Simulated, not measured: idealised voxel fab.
Module name: voxel ribs on slabs (process module)
Pictured: cross-section cut, 155 nm wide, on a grid of 5 nm square cells.
Each cross-section below is a grid of square cells, stated as bands in top-down order, with one or more rows of cells making up each band.
The band entry comprises the height of the band's top followed by the height of its bottom, expressed in nm, and subsequently the band's materials from left to right, each stated together with its width in nm. Where a single material is marked with the word "edge to edge", that material fills the band from edge to edge. The word "air" represents empty space.
It should be noted that heights are counted from 0, beneath which the wafer as supplied is of one material throughout, and that the lowest band possesses no lower boundary but continues downward, as written in "0 and below".
Width: "30 to 40" (first number = top row, second number = bottom row, same change from row to row of cells).
It should be understood that the words "same as before", when stated for a given step, signify that the cross-section underwent no change in any of its cells during that step.
Closed empty spaces (no open way to the top) of 8 cells or more are what "Closed void roster" lists, each as width x height at distance from the left edge, nm for all three.
Whatever follows a step's settings on its line is a remark the simulator itself makes about that step.
overlay nm: on a step with a mask, how far right of its planned place the mask lay; negative means left.

**Steps planned for the process**
step 1: RECEIVE (material Si)
step 2: DIRECTIONAL_DEP (material SiO2; thk nm 20)
step 3: DIRECTIONAL_DEP (material polySi; thk nm 20)
step 4: PATTERN (tone cover; mask id RIB; material resist; width nm 20; thk nm 20; overlay nm 0)
step 5: DIRECTIONAL_ETCH (etch materials polySi; depth nm 15)
step 6: STRIP (etch materials resist)
step 7: PATTERN (tone cover; mask id SLAB; material resist; width nm 60; thk nm 20; overlay nm 0)
step 8: DIRECTIONAL_ETCH (etch materials polySi; depth nm 5)
step 9: STRIP (etch materials resist)
step 10: FILL_DEP (material SiO2; thk nm 25)
step 11: CMP (height nm 60)
step 12: DIRECTIONAL_DEP (material W; thk nm 5)
step 13: PATTERN (tone cover; mask id HEATER; material resist; width nm 30; thk nm 15; overlay nm 0)
step 14: DIRECTIONAL_ETCH (etch materials W; depth nm 5)
step 15: STRIP (etch materials resist)
step 16: CONFORMAL_DEP (material SiO2; thk nm 5)

**Account of the first of two wafers, which was processed as intended**

**Incoming wafer in cross-section (state: after step 1)**
- 0 and below  Si edge to edge
- Closed void roster: none

**The wafer in cross-section once step 2 is complete**
- 20 down to 0  SiO2 edge to edge
- At heights below 0, the structure remains unaltered.

**The wafer in cross-section once step 3 is complete**
- 40 down to 20  polySi edge to edge
- At heights below 20, the structure remains unaltered.

**The wafer in cross-section once step 4 is complete**
- 60 down to 40  air (65) | resist (20) | air (70)
- At heights below 40, the structure remains unaltered.

**The wafer in cross-section once step 5 is complete**
- 60 down to 40  air (65) | resist (20) | air (70)
- 40 down to 25  air (65) | polySi (20) | air (70)
- At heights below 25, the structure remains unaltered.

**The wafer in cross-section once step 6 is complete**
- 40 down to 25  air (65) | polySi (20) | air (70)
- At heights below 25, the structure remains unaltered.

**The wafer in cross-section once step 7 is complete**
- 60 down to 40  air (45) | resist (60) | air (50)
- 40 down to 25  air (45) | resist (20) | polySi (20) | resist (20) | air (50)
- At heights below 25, the structure remains unaltered.

**The wafer in cross-section once step 8 is complete**
- 60 down to 40  air (45) | resist (60) | air (50)
- 40 down to 25  air (45) | resist (20) | polySi (20) | resist (20) | air (50)
- 25 down to 20  air (45) | polySi (60) | air (50)
- At heights below 20, the structure remains unaltered.

**The wafer in cross-section once step 9 is complete**
- 40 down to 25  air (65) | polySi (20) | air (70)
- At heights below 25, the structure remains unaltered.

**The wafer in cross-section once step 10 is complete**
- 65 down to 40  SiO2 edge to edge
- 40 down to 25  SiO2 (65) | polySi (20) | SiO2 (70)
- 25 down to 20  SiO2 (45) | polySi (60) | SiO2 (50)
- At heights below 20, the structure remains unaltered.

**The wafer in cross-section once step 11 is complete**
- 60 down to 40  SiO2 edge to edge
- At heights below 40, the structure remains unaltered.

**The wafer in cross-section once step 12 is complete**
- 65 down to 60  W edge to edge
- At heights below 60, the structure remains unaltered.

**The wafer in cross-section once step 13 is complete**
- 80 down to 65  air (60) | resist (30) | air (65)
- At heights below 65, the structure remains unaltered.

**The wafer in cross-section once step 14 is complete**
- 80 down to 65  air (60) | resist (30) | air (65)
- 65 down to 60  air (60) | W (30) | air (65)
- At heights below 60, the structure remains unaltered.

**The wafer in cross-section once step 15 is complete**
- 65 down to 60  air (60) | W (30) | air (65)
- At heights below 60, the structure remains unaltered.

**The wafer in cross-section once step 16 is complete**
- 70 down to 65  air (55) | SiO2 (40) | air (60)
- 65 down to 60  SiO2 (60) | W (30) | SiO2 (65)
- At heights below 60, the structure remains unaltered.

**What follows concerns the second wafer, which started out like the first and was meant to follow the very same plan; one mistake crept in when it was run, but everything up to and including step 15 is the same as for the first wafer**

Second wafer at the planned finish of step 16, seen in cross-section: same as before
Plan not followed: plan step 16 never ran because it was skipped
The second wafer ends with more or fewer cells of some materials than the first, per final count: -33 SiO2
